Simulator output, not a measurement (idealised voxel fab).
process module | voxel gate over fins
cross-section cut | 260 nm wide | cells 5 nm
A cross-section is a grid of square cells, given in bands from the top down. A band is one or more rows of cells.
Each band's line starts with the height of the band's top and of its bottom, in nm. Then come its materials from left to right, each with its width in nm. One material with "throughout" fills the band from edge to edge. "air" is empty space.
Height 0 is the level under which the wafer as received is all one material. The lowest band goes on downwards, as in "0 down".
A width such as "30 to 40" changes by the same amount from each row of cells to the next, from the band's top row to its bottom row.
"no change" after a step means that no cell of the cross-section changed.
closed voids: empty space of 8 cells or more with no open way to the top, each as width x height at its distance from the left edge, in nm
after a step's settings: what the simulator itself notes on the step
overlay nm, on a step with a mask: how far to the right of its planned place the mask lay; to the left if negative
plan
1 op RECEIVE | material Si
2 op CONFORMAL_DEP | material SiN | thk nm 5
3 op DIRECTIONAL_DEP | material aC | thk nm 15
4 op PATTERN | tone cover | mask id FINS | material resist | width nm 15 | pitch nm 40 | thk nm 30 | overlay nm -15
5 op DIRECTIONAL_ETCH | etch materials aC | depth nm 15
6 op STRIP | etch materials resist
7 op DIRECTIONAL_ETCH | etch materials SiN | depth nm 5
8 op DIRECTIONAL_ETCH | etch materials Si | depth nm 35
9 op STRIP | etch materials aC
10 op OXIDIZE | depth nm 5
11 op FILL_DEP | material SiO2 | thk nm 10
12 op CMP | height nm 5
13 op SELECTIVE_ETCH | etch materials SiO2 | depth nm 15
14 op STRIP | etch materials SiN
15 op CONFORMAL_DEP | material HfO2 | thk nm 5
16 op CONFORMAL_DEP | material TiN | thk nm 5
17 op FILL_DEP | material W | thk nm 15
18 op CMP | height nm 20
19 op CONFORMAL_DEP | material SiCN | thk nm 10
varied across the wafers: overlay nm of step 4. The plan shows the first wafer's value. All wafers start alike
first wafer as received, after step 1
  0 down: Si throughout
  closed voids: none
first wafer at the end, after step 19
  30 to 20: SiCN throughout
  20 to 10: W throughout
  10 to 5: W 40 | TiN 25 | W 15 | TiN 25 | W 15 | TiN 25 | W 15 | TiN 25 | W 75
  5 to 0: W 40 | TiN 5 | HfO2 15 | TiN 5 | W 15 | TiN 5 | HfO2 15 | TiN 5 | W 15 | TiN 5 | HfO2 15 | TiN 5 | W 15 | TiN 5 | HfO2 15 | TiN 5 | W 75
  0 to -5: TiN 45 | HfO2 5 | Si 5 | HfO2 5 | TiN 25 | HfO2 5 | Si 5 | HfO2 5 | TiN 25 | HfO2 5 | Si 5 | HfO2 5 | TiN 25 | HfO2 5 | Si 5 | HfO2 5 | TiN 80
  -5 to -10: HfO2 50 | Si 5 | HfO2 35 | Si 5 | HfO2 35 | Si 5 | HfO2 35 | Si 5 | HfO2 85
  -10 to -40: SiO2 50 | Si 5 | SiO2 35 | Si 5 | SiO2 35 | Si 5 | SiO2 35 | Si 5 | SiO2 85
  -40 down: Si throughout
  closed voids: none
last wafer at the end
  30 to 20: SiCN throughout
  20 to 10: W throughout
  10 to 5: W 70 | TiN 25 | W 15 | TiN 25 | W 15 | TiN 25 | W 15 | TiN 25 | W 45
  5 to 0: W 70 | TiN 5 | HfO2 15 | TiN 5 | W 15 | TiN 5 | HfO2 15 | TiN 5 | W 15 | TiN 5 | HfO2 15 | TiN 5 | W 15 | TiN 5 | HfO2 15 | TiN 5 | W 45
  0 to -5: TiN 75 | HfO2 5 | Si 5 | HfO2 5 | TiN 25 | HfO2 5 | Si 5 | HfO2 5 | TiN 25 | HfO2 5 | Si 5 | HfO2 5 | TiN 25 | HfO2 5 | Si 5 | HfO2 5 | TiN 50
  -5 to -10: HfO2 80 | Si 5 | HfO2 35 | Si 5 | HfO2 35 | Si 5 | HfO2 35 | Si 5 | HfO2 55
  -10 to -40: SiO2 80 | Si 5 | SiO2 35 | Si 5 | SiO2 35 | Si 5 | SiO2 35 | Si 5 | SiO2 55
  -40 down: Si throughout
  closed voids: none
each wafer at the end: cells of each material gained (+) or lost (-) since it was received, then its closed voids
overlay nm -15 | +68 HfO2 | -384 Si | +104 SiCN | +288 SiO2 | +68 TiN | +168 W | closed voids: none
overlay nm -10 | +68 HfO2 | -384 Si | +104 SiCN | +288 SiO2 | +68 TiN | +168 W | closed voids: none
overlay nm -5 | +68 HfO2 | -384 Si | +104 SiCN | +288 SiO2 | +68 TiN | +168 W | closed voids: none
overlay nm 0 | +68 HfO2 | -384 Si | +104 SiCN | +288 SiO2 | +68 TiN | +168 W | closed voids: none
overlay nm 5 | +68 HfO2 | -384 Si | +104 SiCN | +288 SiO2 | +68 TiN | +168 W | closed voids: none
overlay nm 10 | +68 HfO2 | -384 Si | +104 SiCN | +288 SiO2 | +68 TiN | +168 W | closed voids: none
overlay nm 15 | +68 HfO2 | -384 Si | +104 SiCN | +288 SiO2 | +68 TiN | +168 W | closed voids: none
